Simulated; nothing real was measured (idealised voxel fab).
Process module under the name voxel gate over fins
The cross-section shown here is cut; it is 210 nm wide and divided into square cells measuring 5 nm on a side.
Throughout this document, each cross-section is represented as a grid of square cells and is presented as a sequence of bands enumerated from the top downward, where a band comprises one or more rows of cells.
For a band, the entry starts with two heights in nm, that of the top and then that of the bottom, and carries on with the band's materials in order from left to right, each alongside its width in nm; the word "throughout" beside a single material means it fills the band edge to edge, and "blank" means empty space.
The level at which height equals 0 is the one under which the wafer, as it arrives, is entirely one material. No lower edge exists for the bottom band, which continues downward and is notated as in "0 nm and below".
You'd read "30->40" like this: the band's top row of cells is as wide as the first number, its bottom row is as wide as the second, and going down, every row changes width by the same amount as the row before did.
Step marked "everything unchanged"? Then no cell in the cross-section changed in it.
This entry, "Unvented cavities", enumerates those empty regions of no fewer than 8 cells that possess no open connection to the top. Each region is reported in the form width x height at distance, the distance being taken from the left edge, with all three quantities expressed in nm.
after a step's settings: what the simulator itself notes on the step
Steps that use a mask can have "overlay nm" on their line. It says how far the mask sat to the right of where it was meant to be. Negative means to the left.
Set out below are the planned steps of the process
- 1: RECEIVE, material Si
- 2: CONFORMAL_DEP, material SiN, thk nm 10
- 3: DIRECTIONAL_DEP, material aC, thk nm 10
- 4: PATTERN, tone cover, mask id FINS, material resist, width nm 15, pitch nm 55, thk nm 30, overlay nm 0
- 5: DIRECTIONAL_ETCH, etch materials aC, depth nm 10
- 6: STRIP, etch materials resist
- 7: DIRECTIONAL_ETCH, etch materials SiN, depth nm 10
- 8: DIRECTIONAL_ETCH, etch materials Si, depth nm 35
- 9: STRIP, etch materials aC
- 10: FILL_DEP, material SiO2, thk nm 15
- 11: CMP, height nm 10
- 12: DIRECTIONAL_DEP, material aC, thk nm 10
- 13: PATTERN, tone open, mask id RAIL, material resist, width nm 15, thk nm 25, overlay nm 0
- 14: DIRECTIONAL_ETCH, etch materials aC, depth nm 10
- 15: STRIP, etch materials resist
- 16: DIRECTIONAL_ETCH, etch materials SiO2, depth nm 40
- 17: STRIP, etch materials aC
- 18: CONFORMAL_DEP, material TiN, thk nm 5
- 19: FILL_DEP, material W, thk nm 10
- 20: CMP, height nm 10
- 21: SELECTIVE_ETCH, etch materials W Ru TiN, depth nm 30
- 22: FILL_DEP, material SiO2, thk nm 5
- 23: CMP, height nm 10
- 24: SELECTIVE_ETCH, etch materials SiO2, depth nm 20
- 25: STRIP, etch materials SiN
- 26: CONFORMAL_DEP, material HfO2, thk nm 5
- 27: CONFORMAL_DEP, material TiN, thk nm 5
- 28: CONFORMAL_DEP, material TiAl, thk nm 5
- 29: CONFORMAL_DEP, material TiN, thk nm 5
- 30: FILL_DEP, material W, thk nm 15
- 31: CMP, height nm 30
- 32: CONFORMAL_DEP, material SiCN, thk nm 10
Delivered wafer in cross-section: state after step 1
> 0 nm and below = Si throughout
> Unvented cavities: none
first wafer at the end, as planned
> 40 nm to 30 nm = SiCN throughout
> 30 nm to 20 nm = W throughout
> 20 nm to 15 nm = 20 W; 165 TiN; 25 W
> 15 nm to 10 nm = 20 W; 5 TiN; 45 TiAl; 10 TiN; 45 TiAl; 10 TiN; 45 TiAl; 5 TiN; 25 W
> 10 nm to 5 nm = 25 TiN; 5 TiAl; 35 TiN; 5 TiAl; 10 TiN; 5 TiAl; 35 TiN; 5 TiAl; 10 TiN; 5 TiAl; 35 TiN; 5 TiAl; 30 TiN
> 5 nm to 0 nm = 30 TiAl; 5 TiN; 25 HfO2; 5 TiN; 20 TiAl; 5 TiN; 25 HfO2; 5 TiN; 20 TiAl; 5 TiN; 25 HfO2; 5 TiN; 35 TiAl
> 0 nm to -5 nm = 35 TiN; 5 HfO2; 15 Si; 5 HfO2; 30 TiN; 5 HfO2; 15 Si; 5 HfO2; 30 TiN; 5 HfO2; 15 Si; 5 HfO2; 40 TiN
> -5 nm to -10 nm = 40 HfO2; 15 Si; 40 HfO2; 15 Si; 40 HfO2; 15 Si; 45 HfO2
> -10 nm to -20 nm = 40 SiO2; 15 Si; 40 SiO2; 15 Si; 40 SiO2; 15 Si; 45 SiO2
> -20 nm to -25 nm = 40 SiO2; 15 Si; 10 SiO2; 5 TiN; 5 W; 5 TiN; 15 SiO2; 15 Si; 40 SiO2; 15 Si; 45 SiO2
> -25 nm to -30 nm = 40 SiO2; 15 Si; 10 SiO2; 15 TiN; 15 SiO2; 15 Si; 40 SiO2; 15 Si; 45 SiO2
> -30 nm to -35 nm = 40 SiO2; 15 Si; 40 SiO2; 15 Si; 40 SiO2; 15 Si; 45 SiO2
> -35 nm and below = Si throughout
> Unvented cavities: none
Now the second wafer, cross-sectioned at the end of the module. Nothing different at the start, nothing different in the plan compared with the first, just one mistake when it was actually run
> 40 nm to 30 nm = SiCN throughout
> 30 nm to 20 nm = W throughout
> 20 nm to 15 nm = 20 W; 165 TiN; 25 W
> 15 nm to 10 nm = 20 W; 5 TiN; 45 TiAl; 10 TiN; 45 TiAl; 10 TiN; 45 TiAl; 5 TiN; 25 W
> 10 nm to 5 nm = 25 TiN; 5 TiAl; 35 TiN; 5 TiAl; 10 TiN; 5 TiAl; 35 TiN; 5 TiAl; 10 TiN; 5 TiAl; 35 TiN; 5 TiAl; 30 TiN
> 5 nm to 0 nm = 30 TiAl; 5 TiN; 25 HfO2; 5 TiN; 20 TiAl; 5 TiN; 25 HfO2; 5 TiN; 20 TiAl; 5 TiN; 25 HfO2; 5 TiN; 35 TiAl
> 0 nm to -5 nm = 35 TiN; 5 HfO2; 15 Si; 5 HfO2; 30 TiN; 5 HfO2; 15 Si; 5 HfO2; 30 TiN; 5 HfO2; 15 Si; 5 HfO2; 40 TiN
> -5 nm to -10 nm = 40 HfO2; 15 Si; 40 HfO2; 15 Si; 40 HfO2; 15 Si; 45 HfO2
> -10 nm to -20 nm = 40 SiO2; 15 Si; 40 SiO2; 15 Si; 40 SiO2; 15 Si; 45 SiO2
> -20 nm to -25 nm = 35 W; 5 TiN; 15 Si; 10 TiN; 15 SiO2; 5 TiN; 5 W; 5 TiN; 15 Si; 5 TiN; 30 W; 5 TiN; 15 Si; 5 TiN; 40 W
> -25 nm to -30 nm = 40 TiN; 15 Si; 10 TiN; 15 SiO2; 15 TiN; 15 Si; 40 TiN; 15 Si; 45 TiN
> -30 nm to -35 nm = 40 SiO2; 15 Si; 40 SiO2; 15 Si; 40 SiO2; 15 Si; 45 SiO2
> -35 nm and below = Si throughout
> Unvented cavities: none
What was done differently from what was planned? note that step 13 departed from the planned setting and was carried out as PATTERN, tone cover, mask id RAIL, material resist, width nm 15, thk nm 25, overlay nm 0
In the final state, the cell counts of the second wafer exceed or fall short of those of the first for the following materials: SiO2 -54; TiN +33; W +21
